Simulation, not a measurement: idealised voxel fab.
voxel gate over fins: a process module
The cross-section shown here is cut; it is 265 nm wide and divided into square cells measuring 5 nm on a side.
This document writes a cross-section as a grid whose cells are square, and gives it as bands, listed from the top down; one or more rows of cells form a band. Basically the band line says how high the top is and how high the bottom is, in nm, and then what's in it from left to right, every material with its width in nm. Empty space shows up as "air", and if a single material carries "throughout" it runs the full band edge to edge. Heights are reckoned from 0. Under this level, the received wafer is all of one material. The bottommost band is open-ended downward, for example "0 nm and below". A width given as "30->40" starts at the first number in the band's top row and ends at the second number in its bottom row, shifting by an equal amount at every step from row to row. "no modification" means the step left every cell of the cross-section as it was. What "Voids lacking openings" gives you is every empty space of 8 cells or more that is cut off from the top. Each appears as width x height at distance, with the distance taken from the left edge and width, height and distance all in nm. That trailing text on a step's line, after the settings, is the simulator's own remark on the step. overlay nm, on a step with a mask: how far to the right of its planned place the mask lay; to the left if negative.
-- These are the steps we planned for the process
| 1 | RECEIVE,material Si |
| 2 | CONFORMAL_DEP,material SiN,thk nm 10 |
| 3 | DIRECTIONAL_DEP,material aC,thk nm 10 |
| 4 | PATTERN,tone cover,mask id FINS,material resist,width nm 15,pitch nm 50,thk nm 25,overlay nm 0 |
| 5 | DIRECTIONAL_ETCH,etch materials aC,depth nm 10 |
| 6 | STRIP,etch materials resist |
| 7 | DIRECTIONAL_ETCH,etch materials SiN,depth nm 10 |
| 8 | DIRECTIONAL_ETCH,etch materials Si,depth nm 30 |
| 9 | STRIP,etch materials aC |
| 10 | FILL_DEP,material SiO2,thk nm 15 |
| 11 | CMP,height nm 10 |
| 12 | PATTERN,tone open,mask id RAIL,material resist,width nm 15,thk nm 20,overlay nm 0 |
| 13 | DIRECTIONAL_ETCH,etch materials SiO2,depth nm 35 |
| 14 | STRIP,etch materials resist |
| 15 | CONFORMAL_DEP,material TiN,thk nm 5 |
| 16 | FILL_DEP,material Ru,thk nm 5 |
| 17 | CMP,height nm 10 |
| 18 | SELECTIVE_ETCH,etch materials W Ru TiN,depth nm 25 |
| 19 | FILL_DEP,material SiO2,thk nm 5 |
| 20 | CMP,height nm 10 |
| 21 | SELECTIVE_ETCH,etch materials SiO2,depth nm 20 |
| 22 | STRIP,etch materials SiN |
| 23 | CONFORMAL_DEP,material HfO2,thk nm 5 |
| 24 | CONFORMAL_DEP,material TiN,thk nm 5 |
| 25 | CONFORMAL_DEP,material TiAl,thk nm 5 |
| 26 | CONFORMAL_DEP,material TiN,thk nm 5 |
| 27 | FILL_DEP,material W,thk nm 10 |
| 28 | CMP,height nm 25 |
| 29 | CONFORMAL_DEP,material SiN,thk nm 5 |
The wafers in this document start out alike and differ in the width nm applied at step 12; the plan shows the value used for the first wafer.
-- Received condition of the first of several wafers, sectioned: post-step 1
0 nm and below  Si throughout
Voids lacking openings: none
-- Cross-section of the first of several wafers, taken after step 29, where the module ends
30 nm to 25 nm  SiN throughout
25 nm to 20 nm  W throughout
20 nm to 15 nm  W (55) / TiN (155) / W (55)
15 nm to 10 nm  W (55) / TiN (5) / TiAl (45) / TiN (5) / TiAl (45) / TiN (5) / TiAl (45) / TiN (5) / W (55)
10 nm to 5 nm  TiN (60) / TiAl (5) / TiN (35) / TiAl (5) / TiN (5) / TiAl (5) / TiN (35) / TiAl (5) / TiN (5) / TiAl (5) / TiN (35) / TiAl (5) / TiN (60)
5 nm to 0 nm  TiAl (65) / TiN (5) / HfO2 (25) / TiN (5) / TiAl (15) / TiN (5) / HfO2 (25) / TiN (5) / TiAl (15) / TiN (5) / HfO2 (25) / TiN (5) / TiAl (65)
0 nm to -5 nm  TiN (70) / HfO2 (5) / Si (15) / HfO2 (5) / TiN (25) / HfO2 (5) / Si (15) / HfO2 (5) / TiN (25) / HfO2 (5) / Si (15) / HfO2 (5) / TiN (70)
-5 nm to -10 nm  HfO2 (75) / Si (15) / HfO2 (35) / Si (15) / HfO2 (35) / Si (15) / HfO2 (75)
-10 nm to -15 nm  SiO2 (75) / Si (15) / SiO2 (35) / Si (15) / SiO2 (35) / Si (15) / SiO2 (75)
-15 nm to -20 nm  SiO2 (75) / Si (15) / SiO2 (10) / TiN (5) / Ru (5) / TiN (5) / SiO2 (10) / Si (15) / SiO2 (35) / Si (15) / SiO2 (75)
-20 nm to -25 nm  SiO2 (75) / Si (15) / SiO2 (10) / TiN (15) / SiO2 (10) / Si (15) / SiO2 (35) / Si (15) / SiO2 (75)
-25 nm to -30 nm  SiO2 (75) / Si (15) / SiO2 (35) / Si (15) / SiO2 (35) / Si (15) / SiO2 (75)
-30 nm and below  Si throughout
Voids lacking openings: none
-- last wafer at the end
30 nm to 25 nm  SiN throughout
25 nm to 20 nm  W throughout
20 nm to 15 nm  W (55) / TiN (155) / W (55)
15 nm to 10 nm  W (55) / TiN (5) / TiAl (45) / TiN (5) / TiAl (45) / TiN (5) / TiAl (45) / TiN (5) / W (55)
10 nm to 5 nm  TiN (60) / TiAl (5) / TiN (35) / TiAl (5) / TiN (5) / TiAl (5) / TiN (35) / TiAl (5) / TiN (5) / TiAl (5) / TiN (35) / TiAl (5) / TiN (60)
5 nm to 0 nm  TiAl (65) / TiN (5) / HfO2 (25) / TiN (5) / TiAl (15) / TiN (5) / HfO2 (25) / TiN (5) / TiAl (15) / TiN (5) / HfO2 (25) / TiN (5) / TiAl (65)
0 nm to -5 nm  TiN (70) / HfO2 (5) / Si (15) / HfO2 (5) / TiN (25) / HfO2 (5) / Si (15) / HfO2 (5) / TiN (25) / HfO2 (5) / Si (15) / HfO2 (5) / TiN (70)
-5 nm to -10 nm  HfO2 (75) / Si (15) / HfO2 (35) / Si (15) / HfO2 (35) / Si (15) / HfO2 (75)
-10 nm to -15 nm  SiO2 (75) / Si (15) / SiO2 (35) / Si (15) / SiO2 (35) / Si (15) / SiO2 (75)
-15 nm to -20 nm  SiO2 (75) / Si (15) / SiO2 (5) / TiN (5) / Ru (20) / TiN (5) / Si (15) / SiO2 (35) / Si (15) / SiO2 (75)
-20 nm to -25 nm  SiO2 (75) / Si (15) / SiO2 (5) / TiN (30) / Si (15) / SiO2 (35) / Si (15) / SiO2 (75)
-25 nm to -30 nm  SiO2 (75) / Si (15) / SiO2 (35) / Si (15) / SiO2 (35) / Si (15) / SiO2 (75)
-30 nm and below  Si throughout
Voids lacking openings: none
-- Quick key for the table: a row per wafer, taken at the end of the module. For each material it tells you how many cells the wafer gained (+) or lost (-) since it came in, and the closed voids come after
width nm 15, +65 HfO2, +1 Ru, -264 Si, +53 SiN, +170 SiO2, +65 TiAl, +131 TiN, +97 W, Voids lacking openings: none
width nm 20, +65 HfO2, +2 Ru, -264 Si, +53 SiN, +168 SiO2, +65 TiAl, +132 TiN, +97 W, Voids lacking openings: none
width nm 25, +65 HfO2, +3 Ru, -264 Si, +53 SiN, +166 SiO2, +65 TiAl, +133 TiN, +97 W, Voids lacking openings: none
width nm 30, +65 HfO2, +4 Ru, -264 Si, +53 SiN, +164 SiO2, +65 TiAl, +134 TiN, +97 W, Voids lacking openings: none
